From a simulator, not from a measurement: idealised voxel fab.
Title: Process Module voxel air gaps
The figure presents cross-section cut, which has a width of 210 nm and is divided into square cells with an edge length of 5 nm.
Square cells in a grid make up a cross-section in this document, and the grid is given as bands, listed from the top down, each one or more rows of cells. What a band's entry tells you: where the top is and where the bottom is, as heights in nm, and after that what lies inside, material by material from left to right, each with its width in nm. Empty space is written as the word "empty", and a single material marked with the word "throughout" occupies the band from edge to edge. Zero point of the height axis is 0; under it, received wafer = one material. Lowest band: continues down indefinitely, "0 -> down". A width given as "30->40" starts at the first number in the band's top row and ends at the second number in its bottom row, shifting by an equal amount at every step from row to row. "everything unchanged", as given for a step, is the statement that not any cell of the cross-section underwent a change during that step. In "Closed internal cavities" the enclosed voids are listed, meaning empty spaces of 8 cells or larger without any opening to the top. The form is width x height at distance, distance from the left edge, units nm. Step line, after settings: the simulator's comment on this step. "overlay nm" answers the question of how far to the right of plan the mask lay on a step that has a mask, and when it is negative the answer is to the left.
PLAN
| 1 | RECEIVE: material Si |
| 2 | CONFORMAL_DEP: material SiO2, thk nm 10 |
| 3 | CONFORMAL_DEP: material SiN, thk nm 5 |
| 4 | DIRECTIONAL_DEP: material SiO2, thk nm 30 |
| 5 | PATTERN: tone open, mask id LINES, material resist, width nm 20, pitch nm 45, thk nm 20, overlay nm 0 |
| 6 | DIRECTIONAL_ETCH: etch materials SiO2, depth nm 30 |
| 7 | STRIP: etch materials resist |
| 8 | CONFORMAL_DEP: material TiN, thk nm 5 |
| 9 | FILL_DEP: material Cu, thk nm 10 |
| 10 | CMP: height nm 45 |
| 11 | EPI: material Ru, thk nm 10 |
| 12 | SELECTIVE_ETCH: etch materials SiO2, depth nm 40 |
| 13 | CONFORMAL_DEP: material SiCN, thk nm 5 |
CROSS-SECTION: WAFER ON ARRIVAL = AFTER STEP 1
	0 -> down  Si throughout
	Closed internal cavities: none
CROSS-SECTION TAKEN AT MODULE COMPLETION ON THE FIRST OF TWO WAFERS; PROCESSED PER THE PLAN
	60 -> 55  empty: 10, then SiCN: 185, then empty: 15
	55 -> 45  empty: 10, then SiCN: 5, then Ru: 40, then SiCN: 5, then Ru: 40, then SiCN: 5, then Ru: 40, then SiCN: 5, then Ru: 40, then SiCN: 5, then empty: 15
	45 -> 40  empty: 10, then SiCN: 15, then TiN: 5, then Cu: 10, then TiN: 5, then SiCN: 25, then TiN: 5, then Cu: 10, then TiN: 5, then SiCN: 25, then TiN: 5, then Cu: 10, then TiN: 5, then SiCN: 25, then TiN: 5, then Cu: 10, then TiN: 5, then SiCN: 15, then empty: 15
	40 -> 20  empty: 20, then SiCN: 5, then TiN: 5, then Cu: 10, then TiN: 5, then SiCN: 5, then empty: 15, then SiCN: 5, then TiN: 5, then Cu: 10, then TiN: 5, then SiCN: 5, then empty: 15, then SiCN: 5, then TiN: 5, then Cu: 10, then TiN: 5, then SiCN: 5, then empty: 15, then SiCN: 5, then TiN: 5, then Cu: 10, then TiN: 5, then SiCN: 5, then empty: 25
	20 -> 15  SiCN: 25, then TiN: 20, then SiCN: 25, then TiN: 20, then SiCN: 25, then TiN: 20, then SiCN: 25, then TiN: 20, then SiCN: 30
	15 -> 10  SiN throughout
	10 -> 0  SiO2 throughout
	0 -> down  Si throughout
	Closed internal cavities: 15 x 20 at 50; 15 x 20 at 95; 15 x 20 at 140
CROSS-SECTION OF THE LATTER OF THE TWO WAFERS AT MODULE COMPLETION. IT HAD AN IDENTICAL START AND AN IDENTICAL PLAN TO THE FORMER; IN RUNNING IT, ONE MISTAKE WAS MADE
	60 -> 55  SiCN throughout
	55 -> 45  Ru throughout
	45 -> 20  Cu: 20, then TiN: 5, then SiO2: 20, then TiN: 5, then Cu: 15, then TiN: 5, then SiO2: 20, then TiN: 5, then Cu: 15, then TiN: 5, then SiO2: 20, then TiN: 5, then Cu: 15, then TiN: 5, then SiO2: 20, then TiN: 5, then Cu: 25
	20 -> 15  TiN: 25, then SiO2: 20, then TiN: 25, then SiO2: 20, then TiN: 25, then SiO2: 20, then TiN: 25, then SiO2: 20, then TiN: 30
	15 -> 10  SiN throughout
	10 -> 0  SiO2 throughout
	0 -> down  Si throughout
	Closed internal cavities: none
Deviation noted in wafer processing: not per plan at step 5, really ran PATTERN: tone cover, mask id LINES, material resist, width nm 20, pitch nm 45, thk nm 20, overlay nm 0
Bottom line after processing is that, in cells, the second wafer is up or down on some materials versus the first: Cu: 50 more | Ru: 20 more | SiCN: 84 fewer | SiO2: 96 more | TiN: 10 more
At the end, the first wafer has 3 closed voids and the second wafer has 0.
